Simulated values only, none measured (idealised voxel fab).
process module | voxel spacer lines
cross-section cut | 185 nm wide | cells 5 nm
A cross-section is a grid of square cells, given in bands from the top down. A band is one or more rows of cells.
Each band's line starts with the height of the band's top and of its bottom, in nm. Then come its materials from left to right, each with its width in nm. One material with "throughout" fills the band from edge to edge. "air" is empty space.
Height 0 is the level under which the wafer as received is all one material. The lowest band goes on downwards, as in "0 down".
A width such as "30 to 40" changes by the same amount from each row of cells to the next, from the band's top row to its bottom row.
"no change" after a step means that no cell of the cross-section changed.
closed voids: empty space of 8 cells or more with no open way to the top, each as width x height at its distance from the left edge, in nm
after a step's settings: what the simulator itself notes on the step
overlay nm, on a step with a mask: how far to the right of its planned place the mask lay; to the left if negative
plan
1 op RECEIVE | material Si
2 op CONFORMAL_DEP | material Al2O3 | thk nm 10
3 op DIRECTIONAL_DEP | material W | thk nm 15
4 op DIRECTIONAL_DEP | material aC | thk nm 20
5 op PATTERN | tone cover | mask id MANDREL | material resist | width nm 15 | pitch nm 50 | thk nm 30 | overlay nm 0
6 op DIRECTIONAL_ETCH | etch materials aC | depth nm 20
7 op STRIP | etch materials resist
8 op CONFORMAL_DEP | material SiN | thk nm 10
9 op DIRECTIONAL_ETCH | etch materials SiN | depth nm 10
10 op STRIP | etch materials aC
11 op DIRECTIONAL_ETCH | etch materials W | depth nm 15
12 op STRIP | etch materials SiN
13 op FILL_DEP | material SiO2 | thk nm 10
14 op CMP | height nm 25
first wafer, as planned
as received, after step 1
  0 down: Si throughout
  closed voids: none
after step 2
  10 to 0: Al2O3 throughout
  below 0: unchanged
after step 3
  25 to 10: W throughout
  below 10: unchanged
after step 4
  45 to 25: aC throughout
  below 25: unchanged
after step 5
  75 to 45: air 35 | resist 15 | air 35 | resist 15 | air 35 | resist 15 | air 35
  below 45: unchanged
after step 6
  55 to 45: air 35 | resist 15 | air 35 | resist 15 | air 35 | resist 15 | air 35
  45 to 25: air 35 | aC 15 | air 35 | aC 15 | air 35 | aC 15 | air 35
  below 25: unchanged
after step 7
  45 to 25: air 35 | aC 15 | air 35 | aC 15 | air 35 | aC 15 | air 35
  below 25: unchanged
after step 8
  55 to 45: air 25 | SiN 35 | air 15 | SiN 35 | air 15 | SiN 35 | air 25
  45 to 35: air 25 | SiN 10 | aC 15 | SiN 10 | air 15 | SiN 10 | aC 15 | SiN 10 | air 15 | SiN 10 | aC 15 | SiN 10 | air 25
  35 to 25: SiN 35 | aC 15 | SiN 35 | aC 15 | SiN 35 | aC 15 | SiN 35
  below 25: unchanged
after step 9
  45 to 25: air 25 | SiN 10 | aC 15 | SiN 10 | air 15 | SiN 10 | aC 15 | SiN 10 | air 15 | SiN 10 | aC 15 | SiN 10 | air 25
  below 25: unchanged
after step 10
  45 to 25: air 25 | SiN 10 | air 15 | SiN 10 | air 15 | SiN 10 | air 15 | SiN 10 | air 15 | SiN 10 | air 15 | SiN 10 | air 25
  below 25: unchanged
after step 11
  45 to 25: air 25 | SiN 10 | air 15 | SiN 10 | air 15 | SiN 10 | air 15 | SiN 10 | air 15 | SiN 10 | air 15 | SiN 10 | air 25
  25 to 10: air 25 | W 10 | air 15 | W 10 | air 15 | W 10 | air 15 | W 10 | air 15 | W 10 | air 15 | W 10 | air 25
  below 10: unchanged
after step 12
  25 to 10: air 25 | W 10 | air 15 | W 10 | air 15 | W 10 | air 15 | W 10 | air 15 | W 10 | air 15 | W 10 | air 25
  below 10: unchanged
after step 13
  35 to 25: SiO2 throughout
  25 to 10: SiO2 25 | W 10 | SiO2 15 | W 10 | SiO2 15 | W 10 | SiO2 15 | W 10 | SiO2 15 | W 10 | SiO2 15 | W 10 | SiO2 25
  below 10: unchanged
after step 14
  25 to 10: SiO2 25 | W 10 | SiO2 15 | W 10 | SiO2 15 | W 10 | SiO2 15 | W 10 | SiO2 15 | W 10 | SiO2 15 | W 10 | SiO2 25
  below 10: unchanged
second wafer: like start, like plan, one mistake. Through step 1 it matches the first wafer
when step 2 should have ended: no change
when step 3 should have ended
  15 to 0: W throughout
  below 0: unchanged
when step 4 should have ended
  35 to 15: aC throughout
  below 15: unchanged
when step 5 should have ended
  65 to 35: air 35 | resist 15 | air 35 | resist 15 | air 35 | resist 15 | air 35
  below 35: unchanged
when step 6 should have ended
  45 to 35: air 35 | resist 15 | air 35 | resist 15 | air 35 | resist 15 | air 35
  35 to 15: air 35 | aC 15 | air 35 | aC 15 | air 35 | aC 15 | air 35
  below 15: unchanged
when step 7 should have ended
  35 to 15: air 35 | aC 15 | air 35 | aC 15 | air 35 | aC 15 | air 35
  below 15: unchanged
when step 8 should have ended
  45 to 35: air 25 | SiN 35 | air 15 | SiN 35 | air 15 | SiN 35 | air 25
  35 to 25: air 25 | SiN 10 | aC 15 | SiN 10 | air 15 | SiN 10 | aC 15 | SiN 10 | air 15 | SiN 10 | aC 15 | SiN 10 | air 25
  25 to 15: SiN 35 | aC 15 | SiN 35 | aC 15 | SiN 35 | aC 15 | SiN 35
  below 15: unchanged
when step 9 should have ended
  35 to 15: air 25 | SiN 10 | aC 15 | SiN 10 | air 15 | SiN 10 | aC 15 | SiN 10 | air 15 | SiN 10 | aC 15 | SiN 10 | air 25
  below 15: unchanged
when step 10 should have ended
  35 to 15: air 25 | SiN 10 | air 15 | SiN 10 | air 15 | SiN 10 | air 15 | SiN 10 | air 15 | SiN 10 | air 15 | SiN 10 | air 25
  below 15: unchanged
when step 11 should have ended
  35 to 15: air 25 | SiN 10 | air 15 | SiN 10 | air 15 | SiN 10 | air 15 | SiN 10 | air 15 | SiN 10 | air 15 | SiN 10 | air 25
  15 to 0: air 25 | W 10 | air 15 | W 10 | air 15 | W 10 | air 15 | W 10 | air 15 | W 10 | air 15 | W 10 | air 25
  below 0: unchanged
when step 12 should have ended
  15 to 0: air 25 | W 10 | air 15 | W 10 | air 15 | W 10 | air 15 | W 10 | air 15 | W 10 | air 15 | W 10 | air 25
  below 0: unchanged
when step 13 should have ended
  25 to 15: SiO2 throughout
  15 to 0: SiO2 25 | W 10 | SiO2 15 | W 10 | SiO2 15 | W 10 | SiO2 15 | W 10 | SiO2 15 | W 10 | SiO2 15 | W 10 | SiO2 25
  below 0: unchanged
when step 14 should have ended: no change
what went wrong: step 2 was left out
at the end the second wafer has, in cells: 74 fewer of Al2O3 | 74 more of SiO2
